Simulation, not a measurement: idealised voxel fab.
Process module heading - voxel self aligned vias
Each square cell in cross-section cut measures 5 nm, and the section as a whole is 285 nm wide.
If you're reading a cross-section in this doc, picture square cells in a grid; it comes to you as bands, top ones listed first down to the bottom, and a band can be one or more rows of cells.
The entry gives the band's vertical extent as a top height and a bottom height in nm, then its horizontal make-up as materials from left to right, each with a width in nm. "air" stands for empty space; a single material marked "everywhere" fills the band edge to edge.
The reference from which all heights are counted is 0, the level beneath which the as-received wafer is entirely one material; the lowest band, having no lower bound, proceeds downward and is written after the example "z 0 and below".
So if you see something like "30 to 40" for the width, read it as the top row of the band sitting at the first number and the bottom row at the second, with every row in between moving by the same amount as the last.
Any step labelled "nothing was modified" changed none of the cells in the cross-section.
What "Voids, sealed" gives you is every empty space of 8 cells or more that is cut off from the top. Each appears as width x height at distance, with the distance taken from the left edge and width, height and distance all in nm.
Anything after a step's settings on that line? It's the simulator's own note about the step.
Among the settings permitted on a step's line is "overlay nm"; applied to a step with a mask, it specifies the extent to which the mask lay to the right of its planned position, whereas a negative figure signifies a position to the left.

PROCESS STEPS (PLANNED)
1) RECEIVE, material Si
2) CONFORMAL_DEP, material SiO2, thk nm 10
3) CONFORMAL_DEP, material SiCN, thk nm 5
4) DIRECTIONAL_DEP, material lowk, thk nm 20
5) MASKED_ETCH, tone open, mask id LINES, width nm 25, pitch nm 55, etch materials lowk, depth nm 20, overlay nm 0
6) CONFORMAL_DEP, material TiN, thk nm 5
7) FILL_DEP, material Ru, thk nm 10
8) CMP, height nm 35
9) SELECTIVE_ETCH, etch materials W Ru TiN, depth nm 5
10) FILL_DEP, material SiN, thk nm 10
11) CMP, height nm 35
12) DIRECTIONAL_DEP, material lowk, thk nm 20
13) PATTERN, tone open, mask id VIAS, material resist, width nm 35, pitch nm 110, thk nm 20, overlay nm 0
14) DIRECTIONAL_ETCH, etch materials lowk, depth nm 20
15) DIRECTIONAL_ETCH, etch materials SiN, depth nm 5
16) STRIP, etch materials resist
17) CONFORMAL_DEP, material TiN, thk nm 5
18) FILL_DEP, material W, thk nm 5
19) CMP, height nm 55
20) CONFORMAL_DEP, material SiN, thk nm 5

STEP 1 COMPLETE: CROSS-SECTION OF THE WAFER AS RECEIVED
> z 0 and below  Si everywhere
> Voids, sealed: none

WAFER AT MODULE END, IN SECTION. BEGAN AS ABOVE, PLANNED AS ABOVE, RUN WITH ONE MISTAKE
> z 60 to 55  SiN everywhere
> z 55 to 35  SiCN everywhere
> z 35 to 30  lowk 75 nm, then SiN 25 nm, then lowk 30 nm, then SiN 25 nm, then lowk 30 nm, then SiN 25 nm, then lowk 75 nm
> z 30 to 20  lowk 75 nm, then TiN 5 nm, then Ru 15 nm, then TiN 5 nm, then lowk 30 nm, then TiN 5 nm, then Ru 15 nm, then TiN 5 nm, then lowk 30 nm, then TiN 5 nm, then Ru 15 nm, then TiN 5 nm, then lowk 75 nm
> z 20 to 15  lowk 75 nm, then TiN 25 nm, then lowk 30 nm, then TiN 25 nm, then lowk 30 nm, then TiN 25 nm, then lowk 75 nm
> z 15 to 10  SiCN everywhere
> z 10 to 0  SiO2 everywhere
> z 0 and below  Si everywhere
> Voids, sealed: none
The mistake made against the process plan was this: contrary to plan, step 12 was performed as DIRECTIONAL_DEP, material SiCN, thk nm 20
